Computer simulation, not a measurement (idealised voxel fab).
The following process module bears the name voxel wiring stack.
Square cell edge 5 nm, section width 195 nm, ID cut.
How to read a cross-section here: the picture is a grid of square cells, written as bands going from the top down, and any band can span one or more rows of cells.
Basically the band line says how high the top is and how high the bottom is, in nm, and then what's in it from left to right, every material with its width in nm. Empty space shows up as "air", and if a single material carries "edge to edge" it runs the full band edge to edge.
The level at which height equals 0 is the one under which the wafer, as it arrives, is entirely one material. No lower edge exists for the bottom band, which continues downward and is notated as in "0 and below".
Think of "30..40" as a width that walks from the first number to the second as you go down the band, top row to bottom row, taking equal-sized steps from row to row.
"nothing was modified" -> step changed no cross-section cell.
"Closed void table" lists enclosed empty spaces (at least 8 cells, no open path upward to the top), each as width x height at distance from the left edge, in nm.
What comes after the settings on a step's line is commentary from the simulator itself on that step.
"overlay nm" answers the question of how far to the right of plan the mask lay on a step that has a mask, and when it is negative the answer is to the left.
Pairs, read this way: before one process step on the one hand, after it on the other, the after cross-section ending at the lowest band that changed; the step between, settings included, beneath. Same starting wafer throughout, but possibly different runs of this module, so no pair continues from the pair above unless its entry headed "Ahead of processing" says so.
Ahead of processing
- 65 down to 60 = TiN 20, then air 5, then TiN 40, then air 5, then TiN 40, then air 5, then TiN 40, then air 5, then TiN 35
- 60 down to 40 = lowk 15, then TiN 5, then air 5, then TiN 5, then lowk 30, then TiN 5, then air 5, then TiN 5, then lowk 30, then TiN 5, then air 5, then TiN 5, then lowk 30, then TiN 5, then air 5, then TiN 5, then lowk 30
- 40 down to 35 = SiCN 15, then TiN 15, then SiCN 30, then TiN 15, then SiCN 30, then TiN 15, then SiCN 30, then TiN 15, then SiCN 30
- 35 down to 15 = lowk 15, then Ru 30, then lowk 15, then Ru 30, then lowk 15, then Ru 30, then lowk 15, then Ru 30, then lowk 15
- 15 down to 5 = SiO2 edge to edge
- 5 down to 0 = TiN edge to edge
- 0 and below = Si edge to edge
- Closed void table: none
Post-Step Geometry
- 75 down to 65 = Ru edge to edge
- 65 down to 60 = TiN 20, then Ru 5, then TiN 40, then Ru 5, then TiN 40, then Ru 5, then TiN 40, then Ru 5, then TiN 35
- 60 down to 40 = lowk 15, then TiN 5, then Ru 5, then TiN 5, then lowk 30, then TiN 5, then Ru 5, then TiN 5, then lowk 30, then TiN 5, then Ru 5, then TiN 5, then lowk 30, then TiN 5, then Ru 5, then TiN 5, then lowk 30
- Under 40: no change, same as before.
- Closed void table: none
So what happens between those two cross-sections up there? op FILL_DEP | material Ru | thk nm 10
Ahead of processing: The prior state of this step coincides with the post-step cross-section of the pair just above.
Post-Step Geometry
- 60 down to 40 = lowk 15, then TiN 5, then Ru 5, then TiN 5, then lowk 30, then TiN 5, then Ru 5, then TiN 5, then lowk 30, then TiN 5, then Ru 5, then TiN 5, then lowk 30, then TiN 5, then Ru 5, then TiN 5, then lowk 30
- Under 40: no change, same as before.
- Closed void table: none
So what happens between those two cross-sections up there? op CMP | height nm 60
Ahead of processing: The prior state of this step coincides with the post-step cross-section of the pair just above.
Post-Step Geometry
- 65 down to 60 = TiN edge to edge
- Under 60: no change, same as before.
- Closed void table: none
So what happens between those two cross-sections up there? op DIRECTIONAL_DEP | material TiN | thk nm 5
Ahead of processing: The prior state of this step coincides with the post-step cross-section of the pair just above.
Post-Step Geometry
- 80 down to 65 = W edge to edge
- Under 65: no change, same as before.
- Closed void table: none
So what happens between those two cross-sections up there? op DIRECTIONAL_DEP | material W | thk nm 15
Ahead of processing: The prior state of this step coincides with the post-step cross-section of the pair just above.
Post-Step Geometry
- 95 down to 80 = air 15, then resist 30, then air 15, then resist 30, then air 15, then resist 30, then air 15, then resist 30, then air 15
- Under 80: no change, same as before.
- Closed void table: none
So what happens between those two cross-sections up there? op PATTERN | tone cover | mask id METAL_2 | material resist | width nm 30 | pitch nm 45 | thk nm 15 | overlay nm 0
Ahead of processing: The prior state of this step coincides with the post-step cross-section of the pair just above.
Post-Step Geometry
- 95 down to 80 = air 15, then resist 30, then air 15, then resist 30, then air 15, then resist 30, then air 15, then resist 30, then air 15
- 80 down to 65 = air 15, then W 30, then air 15, then W 30, then air 15, then W 30, then air 15, then W 30, then air 15
- Under 65: no change, same as before.
- Closed void table: none
So what happens between those two cross-sections up there? op DIRECTIONAL_ETCH | etch materials W | depth nm 15
Ahead of processing: The prior state of this step coincides with the post-step cross-section of the pair just above.
Post-Step Geometry
- 95 down to 80 = air 15, then resist 30, then air 15, then resist 30, then air 15, then resist 30, then air 15, then resist 30, then air 15
- 80 down to 65 = air 15, then W 30, then air 15, then W 30, then air 15, then W 30, then air 15, then W 30, then air 15
- 65 down to 60 = air 15, then TiN 30, then air 15, then TiN 30, then air 15, then TiN 30, then air 15, then TiN 30, then air 15
- Under 60: no change, same as before.
- Closed void table: none
So what happens between those two cross-sections up there? op DIRECTIONAL_ETCH | etch materials TiN | depth nm 5
Ahead of processing: The prior state of this step coincides with the post-step cross-section of the pair just above.
Post-Step Geometry
- 80 down to 65 = air 15, then W 30, then air 15, then W 30, then air 15, then W 30, then air 15, then W 30, then air 15
- Under 65: no change, same as before.
- Closed void table: none
So what happens between those two cross-sections up there? op STRIP | etch materials resist
Ahead of processing: The prior state of this step coincides with the post-step cross-section of the pair just above.
Post-Step Geometry
- 90 down to 80 = lowk edge to edge
- 80 down to 65 = lowk 15, then W 30, then lowk 15, then W 30, then lowk 15, then W 30, then lowk 15, then W 30, then lowk 15
- 65 down to 60 = lowk 15, then TiN 30, then lowk 15, then TiN 30, then lowk 15, then TiN 30, then lowk 15, then TiN 30, then lowk 15
- Under 60: no change, same as before.
- Closed void table: none
So what happens between those two cross-sections up there? op FILL_DEP | material lowk | thk nm 10
Ahead of processing: The prior state of this step coincides with the post-step cross-section of the pair just above.
Post-Step Geometry
- 80 down to 65 = lowk 15, then W 30, then lowk 15, then W 30, then lowk 15, then W 30, then lowk 15, then W 30, then lowk 15
- Under 65: no change, same as before.
- Closed void table: none
So what happens between those two cross-sections up there? op CMP | height nm 80
Ahead of processing: The prior state of this step coincides with the post-step cross-section of the pair just above.
Post-Step Geometry
- 85 down to 80 = SiCN edge to edge
- Under 80: no change, same as before.
- Closed void table: none
So what happens between those two cross-sections up there? op CONFORMAL_DEP | material SiCN | thk nm 5
Ahead of processing: The prior state of this step coincides with the post-step cross-section of the pair just above.
Post-Step Geometry
- 120 down to 85 = SiO2 edge to edge
- Under 85: no change, same as before.
- Closed void table: none
So what happens between those two cross-sections up there? op DIRECTIONAL_DEP | material SiO2 | thk nm 35
Ahead of processing: The prior state of this step coincides with the post-step cross-section of the pair just above.
Post-Step Geometry
- 130 down to 120 = aC edge to edge
- Under 120: no change, same as before.
- Closed void table: none
So what happens between those two cross-sections up there? op DIRECTIONAL_DEP | material aC | thk nm 10
Ahead of processing: The prior state of this step coincides with the post-step cross-section of the pair just above.
Post-Step Geometry
- 160 down to 130 = resist 15, then air 30, then resist 15, then air 30, then resist 15, then air 30, then resist 15, then air 30, then resist 15
- Under 130: no change, same as before.
- Closed void table: none
So what happens between those two cross-sections up there? op PATTERN | tone open | mask id METAL_3 | material resist | width nm 30 | pitch nm 45 | thk nm 30 | overlay nm 0
Ahead of processing: The prior state of this step coincides with the post-step cross-section of the pair just above.
Post-Step Geometry
- 150 down to 130 = resist 15, then air 30, then resist 15, then air 30, then resist 15, then air 30, then resist 15, then air 30, then resist 15
- 130 down to 120 = aC 15, then air 30, then aC 15, then air 30, then aC 15, then air 30, then aC 15, then air 30, then aC 15
- Under 120: no change, same as before.
- Closed void table: none
So what happens between those two cross-sections up there? op DIRECTIONAL_ETCH | etch materials aC | depth nm 10
Ahead of processing: The prior state of this step coincides with the post-step cross-section of the pair just above.
Post-Step Geometry
- 130 down to 120 = aC 15, then air 30, then aC 15, then air 30, then aC 15, then air 30, then aC 15, then air 30, then aC 15
- Under 120: no change, same as before.
- Closed void table: none
So what happens between those two cross-sections up there? op STRIP | etch materials resist
Ahead of processing: The prior state of this step coincides with the post-step cross-section of the pair just above.
Post-Step Geometry
- 130 down to 120 = aC 15, then air 30, then aC 15, then air 30, then aC 15, then air 30, then aC 15, then air 30, then aC 15
- 120 down to 100 = SiO2 15, then air 30, then SiO2 15, then air 30, then SiO2 15, then air 30, then SiO2 15, then air 30, then SiO2 15
- Under 100: no change, same as before.
- Closed void table: none
So what happens between those two cross-sections up there? op DIRECTIONAL_ETCH | etch materials SiO2 | depth nm 20
Ahead of processing: The prior state of this step coincides with the post-step cross-section of the pair just above.
Post-Step Geometry
- 120 down to 100 = SiO2 15, then air 30, then SiO2 15, then air 30, then SiO2 15, then air 30, then SiO2 15, then air 30, then SiO2 15
- Under 100: no change, same as before.
- Closed void table: none
So what happens between those two cross-sections up there? op STRIP | etch materials aC
Ahead of processing: The prior state of this step coincides with the post-step cross-section of the pair just above.
Post-Step Geometry
- 135 down to 120 = aC 15, then air 30, then aC 15, then air 30, then aC 15, then air 30, then aC 15, then air 30, then aC 15
- 120 down to 115 = SiO2 15, then air 30, then SiO2 15, then air 30, then SiO2 15, then air 30, then SiO2 15, then air 30, then SiO2 15
- 115 down to 100 = SiO2 15, then aC 30, then SiO2 15, then aC 30, then SiO2 15, then aC 30, then SiO2 15, then aC 30, then SiO2 15
- Under 100: no change, same as before.
- Closed void table: none
So what happens between those two cross-sections up there? op DIRECTIONAL_DEP | material aC | thk nm 15
Ahead of processing: The prior state of this step coincides with the post-step cross-section of the pair just above.
Post-Step Geometry
- 165 down to 135 = resist 15, then air 15, then resist 75, then air 15, then resist 75
- 135 down to 120 = aC 15, then air 15, then resist 15, then aC 15, then resist 30, then aC 15, then air 15, then resist 15, then aC 15, then resist 30, then aC 15
- 120 down to 115 = SiO2 15, then air 15, then resist 15, then SiO2 15, then resist 30, then SiO2 15, then air 15, then resist 15, then SiO2 15, then resist 30, then SiO2 15
- Under 115: no change, same as before.
- Closed void table: none
So what happens between those two cross-sections up there? op PATTERN | tone open | mask id METAL_3_HOLES | material resist | width nm 15 | pitch nm 90 | thk nm 30 | overlay nm 0
Ahead of processing: The prior state of this step coincides with the post-step cross-section of the pair just above.
Post-Step Geometry
- 150 down to 135 = resist 15, then air 15, then resist 75, then air 15, then resist 75
- 135 down to 120 = aC 15, then air 15, then resist 15, then aC 15, then resist 30, then aC 15, then air 15, then resist 15, then aC 15, then resist 30, then aC 15
- 120 down to 115 = SiO2 15, then air 15, then resist 15, then SiO2 15, then resist 30, then SiO2 15, then air 15, then resist 15, then SiO2 15, then resist 30, then SiO2 15
- 115 down to 100 = SiO2 15, then air 15, then aC 15, then SiO2 15, then aC 30, then SiO2 15, then air 15, then aC 15, then SiO2 15, then aC 30, then SiO2 15
- Under 100: no change, same as before.
- Closed void table: none
So what happens between those two cross-sections up there? op DIRECTIONAL_ETCH | etch materials aC | depth nm 15
Ahead of processing: The prior state of this step coincides with the post-step cross-section of the pair just above.
Post-Step Geometry
- 135 down to 120 = aC 15, then air 30, then aC 15, then air 30, then aC 15, then air 30, then aC 15, then air 30, then aC 15
- 120 down to 115 = SiO2 15, then air 30, then SiO2 15, then air 30, then SiO2 15, then air 30, then SiO2 15, then air 30, then SiO2 15
- Under 115: no change, same as before.
- Closed void table: none
So what happens between those two cross-sections up there? op STRIP | etch materials resist
Ahead of processing: The prior state of this step coincides with the post-step cross-section of the pair just above.
Post-Step Geometry
- 135 down to 120 = aC 15, then air 30, then aC 15, then air 30, then aC 15, then air 30, then aC 15, then air 30, then aC 15
- 120 down to 115 = SiO2 15, then air 30, then SiO2 15, then air 30, then SiO2 15, then air 30, then SiO2 15, then air 30, then SiO2 15
- 115 down to 100 = SiO2 15, then air 15, then aC 15, then SiO2 15, then aC 30, then SiO2 15, then air 15, then aC 15, then SiO2 15, then aC 30, then SiO2 15
- 100 down to 85 = SiO2 15, then air 15, then SiO2 75, then air 15, then SiO2 75
- Under 85: no change, same as before.
- Closed void table: none
So what happens between those two cross-sections up there? op DIRECTIONAL_ETCH | etch materials SiO2 | depth nm 15
Ahead of processing: The prior state of this step coincides with the post-step cross-section of the pair just above.
Post-Step Geometry
- 135 down to 120 = aC 15, then air 30, then aC 15, then air 30, then aC 15, then air 30, then aC 15, then air 30, then aC 15
- 120 down to 115 = SiO2 15, then air 30, then SiO2 15, then air 30, then SiO2 15, then air 30, then SiO2 15, then air 30, then SiO2 15
- 115 down to 100 = SiO2 15, then air 15, then aC 15, then SiO2 15, then aC 30, then SiO2 15, then air 15, then aC 15, then SiO2 15, then aC 30, then SiO2 15
- 100 down to 85 = SiO2 15, then air 15, then SiO2 75, then air 15, then SiO2 75
- 85 down to 80 = SiCN 15, then air 15, then SiCN 75, then air 15, then SiCN 75
- Under 80: no change, same as before.
- Closed void table: none
So what happens between those two cross-sections up there? op DIRECTIONAL_ETCH | etch materials SiCN | depth nm 5
Ahead of processing: The prior state of this step coincides with the post-step cross-section of the pair just above.
Post-Step Geometry
- 120 down to 100 = SiO2 15, then air 30, then SiO2 15, then air 30, then SiO2 15, then air 30, then SiO2 15, then air 30, then SiO2 15
- Under 100: no change, same as before.
- Closed void table: none
So what happens between those two cross-sections up there? op STRIP | etch materials aC
Ahead of processing: The prior state of this step coincides with the post-step cross-section of the pair just above.
Post-Step Geometry
- 125 down to 120 = TiN 20, then air 20, then TiN 25, then air 20, then TiN 25, then air 20, then TiN 25, then air 20, then TiN 20
- 120 down to 105 = SiO2 15, then TiN 5, then air 20, then TiN 5, then SiO2 15, then TiN 5, then air 20, then TiN 5, then SiO2 15, then TiN 5, then air 20, then TiN 5, then SiO2 15, then TiN 5, then air 20, then TiN 5, then SiO2 15
- 105 down to 100 = SiO2 15, then TiN 5, then air 5, then TiN 20, then SiO2 15, then TiN 30, then SiO2 15, then TiN 5, then air 5, then TiN 20, then SiO2 15, then TiN 30, then SiO2 15
- 100 down to 85 = SiO2 15, then TiN 5, then air 5, then TiN 5, then SiO2 75, then TiN 5, then air 5, then TiN 5, then SiO2 75
- 85 down to 80 = SiCN 15, then TiN 15, then SiCN 75, then TiN 15, then SiCN 75
- Under 80: no change, same as before.
- Closed void table: none
So what happens between those two cross-sections up there? op CONFORMAL_DEP | material TiN | thk nm 5
Ahead of processing: The prior state of this step coincides with the post-step cross-section of the pair just above.
Post-Step Geometry
- 130 down to 125 = Ru edge to edge
- 125 down to 120 = TiN 20, then Ru 20, then TiN 25, then Ru 20, then TiN 25, then Ru 20, then TiN 25, then Ru 20, then TiN 20
- 120 down to 105 = SiO2 15, then TiN 5, then Ru 20, then TiN 5, then SiO2 15, then TiN 5, then Ru 20, then TiN 5, then SiO2 15, then TiN 5, then Ru 20, then TiN 5, then SiO2 15, then TiN 5, then Ru 20, then TiN 5, then SiO2 15
- 105 down to 100 = SiO2 15, then TiN 5, then Ru 5, then TiN 20, then SiO2 15, then TiN 30, then SiO2 15, then TiN 5, then Ru 5, then TiN 20, then SiO2 15, then TiN 30, then SiO2 15
- 100 down to 85 = SiO2 15, then TiN 5, then Ru 5, then TiN 5, then SiO2 75, then TiN 5, then Ru 5, then TiN 5, then SiO2 75
- Under 85: no change, same as before.
- Closed void table: none
So what happens between those two cross-sections up there? op FILL_DEP | material Ru | thk nm 5
Ahead of processing: The prior state of this step coincides with the post-step cross-section of the pair just above.
Post-Step Geometry
- 120 down to 105 = SiO2 15, then TiN 5, then Ru 20, then TiN 5, then SiO2 15, then TiN 5, then Ru 20, then TiN 5, then SiO2 15, then TiN 5, then Ru 20, then TiN 5, then SiO2 15, then TiN 5, then Ru 20, then TiN 5, then SiO2 15
- Under 105: no change, same as before.
- Closed void table: none
So what happens between those two cross-sections up there? op CMP | height nm 120
Ahead of processing: The prior state of this step coincides with the post-step cross-section of the pair just above.
Post-Step Geometry
- 125 down to 120 = SiCN edge to edge
- Under 120: no change, same as before.
- Closed void table: none
So what happens between those two cross-sections up there? op CONFORMAL_DEP | material SiCN | thk nm 5
Ahead of processing
- 45 down to 35 = lowk edge to edge
- 35 down to 15 = lowk 15, then Ru 30, then lowk 15, then Ru 30, then lowk 15, then Ru 30, then lowk 15, then Ru 30, then lowk 15
- 15 down to 10 = lowk 15, then TiN 30, then lowk 15, then TiN 30, then lowk 15, then TiN 30, then lowk 15, then TiN 30, then lowk 15
- 10 down to 0 = SiO2 edge to edge
- 0 and below = Si edge to edge
- Closed void table: none
Post-Step Geometry
- 30 down to 15 = lowk 15, then Ru 30, then lowk 15, then Ru 30, then lowk 15, then Ru 30, then lowk 15, then Ru 30, then lowk 15
- Under 15: no change, same as before.
- Closed void table: none
So what happens between those two cross-sections up there? op CMP | height nm 30
Ahead of processing: The prior state of this step coincides with the post-step cross-section of the pair just above.
Post-Step Geometry
- 35 down to 30 = SiCN edge to edge
- Under 30: no change, same as before.
- Closed void table: none
So what happens between those two cross-sections up there? op CONFORMAL_DEP | material SiCN | thk nm 5
Ahead of processing: The prior state of this step coincides with the post-step cross-section of the pair just above.
Post-Step Geometry
- 55 down to 35 = lowk edge to edge
- Under 35: no change, same as before.
- Closed void table: none
So what happens between those two cross-sections up there? op DIRECTIONAL_DEP | material lowk | thk nm 20
Ahead of processing: The prior state of this step coincides with the post-step cross-section of the pair just above.
Post-Step Geometry
- 70 down to 55 = aC edge to edge
- Under 55: no change, same as before.
- Closed void table: none
So what happens between those two cross-sections up there? op DIRECTIONAL_DEP | material aC | thk nm 15
Ahead of processing: The prior state of this step coincides with the post-step cross-section of the pair just above.
Post-Step Geometry
- 105 down to 70 = resist 15, then air 15, then resist 30, then air 15, then resist 30, then air 15, then resist 30, then air 15, then resist 30
- Under 70: no change, same as before.
- Closed void table: none
So what happens between those two cross-sections up there? op PATTERN | tone open | mask id PLUG_1 | material resist | width nm 15 | pitch nm 45 | thk nm 35 | overlay nm 0
Ahead of processing: The prior state of this step coincides with the post-step cross-section of the pair just above.
Post-Step Geometry
- 90 down to 70 = resist 15, then air 15, then resist 30, then air 15, then resist 30, then air 15, then resist 30, then air 15, then resist 30
- 70 down to 55 = aC 15, then air 15, then aC 30, then air 15, then aC 30, then air 15, then aC 30, then air 15, then aC 30
- Under 55: no change, same as before.
- Closed void table: none
So what happens between those two cross-sections up there? op DIRECTIONAL_ETCH | etch materials aC | depth nm 15
Ahead of processing: The prior state of this step coincides with the post-step cross-section of the pair just above.
Post-Step Geometry
- 70 down to 55 = aC 15, then air 15, then aC 30, then air 15, then aC 30, then air 15, then aC 30, then air 15, then aC 30
- Under 55: no change, same as before.
- Closed void table: none
So what happens between those two cross-sections up there? op STRIP | etch materials resist
Ahead of processing: The prior state of this step coincides with the post-step cross-section of the pair just above.
Post-Step Geometry
- 70 down to 55 = aC 15, then air 15, then aC 30, then air 15, then aC 30, then air 15, then aC 30, then air 15, then aC 30
- 55 down to 35 = lowk 15, then air 15, then lowk 30, then air 15, then lowk 30, then air 15, then lowk 30, then air 15, then lowk 30
- Under 35: no change, same as before.
- Closed void table: none
So what happens between those two cross-sections up there? op DIRECTIONAL_ETCH | etch materials lowk | depth nm 20
Ahead of processing: The prior state of this step coincides with the post-step cross-section of the pair just above.
Post-Step Geometry
- 70 down to 55 = aC 15, then air 15, then aC 30, then air 15, then aC 30, then air 15, then aC 30, then air 15, then aC 30
- 55 down to 35 = lowk 15, then air 15, then lowk 30, then air 15, then lowk 30, then air 15, then lowk 30, then air 15, then lowk 30
- 35 down to 30 = SiCN 15, then air 15, then SiCN 30, then air 15, then SiCN 30, then air 15, then SiCN 30, then air 15, then SiCN 30
- Under 30: no change, same as before.
- Closed void table: none
So what happens between those two cross-sections up there? op DIRECTIONAL_ETCH | etch materials SiCN | depth nm 5
Ahead of processing: The prior state of this step coincides with the post-step cross-section of the pair just above.
Post-Step Geometry
- 55 down to 35 = lowk 15, then air 15, then lowk 30, then air 15, then lowk 30, then air 15, then lowk 30, then air 15, then lowk 30
- Under 35: no change, same as before.
- Closed void table: none
So what happens between those two cross-sections up there? op STRIP | etch materials aC
Ahead of processing: The prior state of this step coincides with the post-step cross-section of the pair just above.
Post-Step Geometry
- 60 down to 55 = TiN 20, then air 5, then TiN 40, then air 5, then TiN 40, then air 5, then TiN 40, then air 5, then TiN 35
- 55 down to 35 = lowk 15, then TiN 5, then air 5, then TiN 5, then lowk 30, then TiN 5, then air 5, then TiN 5, then lowk 30, then TiN 5, then air 5, then TiN 5, then lowk 30, then TiN 5, then air 5, then TiN 5, then lowk 30
- 35 down to 30 = SiCN 15, then TiN 15, then SiCN 30, then TiN 15, then SiCN 30, then TiN 15, then SiCN 30, then TiN 15, then SiCN 30
- Under 30: no change, same as before.
- Closed void table: none
So what happens between those two cross-sections up there? op CONFORMAL_DEP | material TiN | thk nm 5
Ahead of processing: The prior state of this step coincides with the post-step cross-section of the pair just above.
Post-Step Geometry
- 70 down to 60 = Ru edge to edge
- 60 down to 55 = TiN 20, then Ru 5, then TiN 40, then Ru 5, then TiN 40, then Ru 5, then TiN 40, then Ru 5, then TiN 35
- 55 down to 35 = lowk 15, then TiN 5, then Ru 5, then TiN 5, then lowk 30, then TiN 5, then Ru 5, then TiN 5, then lowk 30, then TiN 5, then Ru 5, then TiN 5, then lowk 30, then TiN 5, then Ru 5, then TiN 5, then lowk 30
- Under 35: no change, same as before.
- Closed void table: none
So what happens between those two cross-sections up there? op FILL_DEP | material Ru | thk nm 10
Ahead of processing: The prior state of this step coincides with the post-step cross-section of the pair just above.
Post-Step Geometry
- 60 down to 55 = TiN 20, then Ru 5, then TiN 40, then Ru 5, then TiN 40, then Ru 5, then TiN 40, then Ru 5, then TiN 35
- Under 55: no change, same as before.
- Closed void table: none
So what happens between those two cross-sections up there? op CMP | height nm 60
Ahead of processing: The prior state of this step coincides with the post-step cross-section of the pair just above.
Post-Step Geometry
- 65 down to 60 = TiN edge to edge
- Under 60: no change, same as before.
- Closed void table: none
So what happens between those two cross-sections up there? op DIRECTIONAL_DEP | material TiN | thk nm 5
Ahead of processing: The prior state of this step coincides with the post-step cross-section of the pair just above.
Post-Step Geometry
- 80 down to 65 = W edge to edge
- Under 65: no change, same as before.
- Closed void table: none
So what happens between those two cross-sections up there? op DIRECTIONAL_DEP | material W | thk nm 15
Ahead of processing: The prior state of this step coincides with the post-step cross-section of the pair just above.
Post-Step Geometry
- 95 down to 80 = air 15, then resist 30, then air 15, then resist 30, then air 15, then resist 30, then air 15, then resist 30, then air 15
- Under 80: no change, same as before.
- Closed void table: none
So what happens between those two cross-sections up there? op PATTERN | tone cover | mask id METAL_2 | material resist | width nm 30 | pitch nm 45 | thk nm 15 | overlay nm 0
Ahead of processing: The prior state of this step coincides with the post-step cross-section of the pair just above.
Post-Step Geometry
- 95 down to 80 = air 15, then resist 30, then air 15, then resist 30, then air 15, then resist 30, then air 15, then resist 30, then air 15
- 80 down to 65 = air 15, then W 30, then air 15, then W 30, then air 15, then W 30, then air 15, then W 30, then air 15
- Under 65: no change, same as before.
- Closed void table: none
So what happens between those two cross-sections up there? op DIRECTIONAL_ETCH | etch materials W | depth nm 15
Ahead of processing: The prior state of this step coincides with the post-step cross-section of the pair just above.
Post-Step Geometry
- 95 down to 80 = air 15, then resist 30, then air 15, then resist 30, then air 15, then resist 30, then air 15, then resist 30, then air 15
- 80 down to 65 = air 15, then W 30, then air 15, then W 30, then air 15, then W 30, then air 15, then W 30, then air 15
- 65 down to 60 = air 15, then TiN 30, then air 15, then TiN 30, then air 15, then TiN 30, then air 15, then TiN 30, then air 15
- Under 60: no change, same as before.
- Closed void table: none
So what happens between those two cross-sections up there? op DIRECTIONAL_ETCH | etch materials TiN | depth nm 5
Ahead of processing: The prior state of this step coincides with the post-step cross-section of the pair just above.
Post-Step Geometry
- 80 down to 65 = air 15, then W 30, then air 15, then W 30, then air 15, then W 30, then air 15, then W 30, then air 15
- Under 65: no change, same as before.
- Closed void table: none
So what happens between those two cross-sections up there? op STRIP | etch materials resist
Ahead of processing: The prior state of this step coincides with the post-step cross-section of the pair just above.
Post-Step Geometry
- 90 down to 80 = lowk edge to edge
- 80 down to 65 = lowk 15, then W 30, then lowk 15, then W 30, then lowk 15, then W 30, then lowk 15, then W 30, then lowk 15
- 65 down to 60 = lowk 15, then TiN 30, then lowk 15, then TiN 30, then lowk 15, then TiN 30, then lowk 15, then TiN 30, then lowk 15
- Under 60: no change, same as before.
- Closed void table: none
So what happens between those two cross-sections up there? op FILL_DEP | material lowk | thk nm 10
Ahead of processing: The prior state of this step coincides with the post-step cross-section of the pair just above.
Post-Step Geometry
- 80 down to 65 = lowk 15, then W 30, then lowk 15, then W 30, then lowk 15, then W 30, then lowk 15, then W 30, then lowk 15
- Under 65: no change, same as before.
- Closed void table: none
So what happens between those two cross-sections up there? op CMP | height nm 80
Ahead of processing: The prior state of this step coincides with the post-step cross-section of the pair just above.
Post-Step Geometry
- 85 down to 80 = SiCN edge to edge
- Under 80: no change, same as before.
- Closed void table: none
So what happens between those two cross-sections up there? op CONFORMAL_DEP | material SiCN | thk nm 5
Ahead of processing: The prior state of this step coincides with the post-step cross-section of the pair just above.
Post-Step Geometry
- 120 down to 85 = SiO2 edge to edge
- Under 85: no change, same as before.
- Closed void table: none
So what happens between those two cross-sections up there? op DIRECTIONAL_DEP | material SiO2 | thk nm 35
Ahead of processing: The prior state of this step coincides with the post-step cross-section of the pair just above.
Post-Step Geometry
- 130 down to 120 = aC edge to edge
- Under 120: no change, same as before.
- Closed void table: none
So what happens between those two cross-sections up there? op DIRECTIONAL_DEP | material aC | thk nm 10
Ahead of processing: The prior state of this step coincides with the post-step cross-section of the pair just above.
Post-Step Geometry
- 160 down to 130 = resist 15, then air 30, then resist 15, then air 30, then resist 15, then air 30, then resist 15, then air 30, then resist 15
- Under 130: no change, same as before.
- Closed void table: none
So what happens between those two cross-sections up there? op PATTERN | tone open | mask id METAL_3 | material resist | width nm 30 | pitch nm 45 | thk nm 30 | overlay nm 0
Ahead of processing: The prior state of this step coincides with the post-step cross-section of the pair just above.
Post-Step Geometry
- 150 down to 130 = resist 15, then air 30, then resist 15, then air 30, then resist 15, then air 30, then resist 15, then air 30, then resist 15
- 130 down to 120 = aC 15, then air 30, then aC 15, then air 30, then aC 15, then air 30, then aC 15, then air 30, then aC 15
- Under 120: no change, same as before.
- Closed void table: none
So what happens between those two cross-sections up there? op DIRECTIONAL_ETCH | etch materials aC | depth nm 10
Ahead of processing: The prior state of this step coincides with the post-step cross-section of the pair just above.
Post-Step Geometry
- 130 down to 120 = aC 15, then air 30, then aC 15, then air 30, then aC 15, then air 30, then aC 15, then air 30, then aC 15
- Under 120: no change, same as before.
- Closed void table: none
So what happens between those two cross-sections up there? op STRIP | etch materials resist
Ahead of processing: The prior state of this step coincides with the post-step cross-section of the pair just above.
Post-Step Geometry
- 130 down to 120 = aC 15, then air 30, then aC 15, then air 30, then aC 15, then air 30, then aC 15, then air 30, then aC 15
- 120 down to 100 = SiO2 15, then air 30, then SiO2 15, then air 30, then SiO2 15, then air 30, then SiO2 15, then air 30, then SiO2 15
- Under 100: no change, same as before.
- Closed void table: none
So what happens between those two cross-sections up there? op DIRECTIONAL_ETCH | etch materials SiO2 | depth nm 20
Ahead of processing: The prior state of this step coincides with the post-step cross-section of the pair just above.
Post-Step Geometry
- 120 down to 100 = SiO2 15, then air 30, then SiO2 15, then air 30, then SiO2 15, then air 30, then SiO2 15, then air 30, then SiO2 15
- Under 100: no change, same as before.
- Closed void table: none
So what happens between those two cross-sections up there? op STRIP | etch materials aC
Ahead of processing: The prior state of this step coincides with the post-step cross-section of the pair just above.
Post-Step Geometry
- 135 down to 120 = aC 15, then air 30, then aC 15, then air 30, then aC 15, then air 30, then aC 15, then air 30, then aC 15
- 120 down to 115 = SiO2 15, then air 30, then SiO2 15, then air 30, then SiO2 15, then air 30, then SiO2 15, then air 30, then SiO2 15
- 115 down to 100 = SiO2 15, then aC 30, then SiO2 15, then aC 30, then SiO2 15, then aC 30, then SiO2 15, then aC 30, then SiO2 15
- Under 100: no change, same as before.
- Closed void table: none
So what happens between those two cross-sections up there? op DIRECTIONAL_DEP | material aC | thk nm 15
Ahead of processing: The prior state of this step coincides with the post-step cross-section of the pair just above.
Post-Step Geometry
- 165 down to 135 = resist 15, then air 15, then resist 75, then air 15, then resist 75
- 135 down to 120 = aC 15, then air 15, then resist 15, then aC 15, then resist 30, then aC 15, then air 15, then resist 15, then aC 15, then resist 30, then aC 15
- 120 down to 115 = SiO2 15, then air 15, then resist 15, then SiO2 15, then resist 30, then SiO2 15, then air 15, then resist 15, then SiO2 15, then resist 30, then SiO2 15
- Under 115: no change, same as before.
- Closed void table: none
So what happens between those two cross-sections up there? op PATTERN | tone open | mask id METAL_3_HOLES | material resist | width nm 15 | pitch nm 90 | thk nm 30 | overlay nm 0
Ahead of processing: The prior state of this step coincides with the post-step cross-section of the pair just above.
Post-Step Geometry
- 150 down to 135 = resist 15, then air 15, then resist 75, then air 15, then resist 75
- 135 down to 120 = aC 15, then air 15, then resist 15, then aC 15, then resist 30, then aC 15, then air 15, then resist 15, then aC 15, then resist 30, then aC 15
- 120 down to 115 = SiO2 15, then air 15, then resist 15, then SiO2 15, then resist 30, then SiO2 15, then air 15, then resist 15, then SiO2 15, then resist 30, then SiO2 15
- 115 down to 100 = SiO2 15, then air 15, then aC 15, then SiO2 15, then aC 30, then SiO2 15, then air 15, then aC 15, then SiO2 15, then aC 30, then SiO2 15
- Under 100: no change, same as before.
- Closed void table: none
So what happens between those two cross-sections up there? op DIRECTIONAL_ETCH | etch materials aC | depth nm 15
Ahead of processing: The prior state of this step coincides with the post-step cross-section of the pair just above.
Post-Step Geometry
- 135 down to 120 = aC 15, then air 30, then aC 15, then air 30, then aC 15, then air 30, then aC 15, then air 30, then aC 15
- 120 down to 115 = SiO2 15, then air 30, then SiO2 15, then air 30, then SiO2 15, then air 30, then SiO2 15, then air 30, then SiO2 15
- Under 115: no change, same as before.
- Closed void table: none
So what happens between those two cross-sections up there? op STRIP | etch materials resist
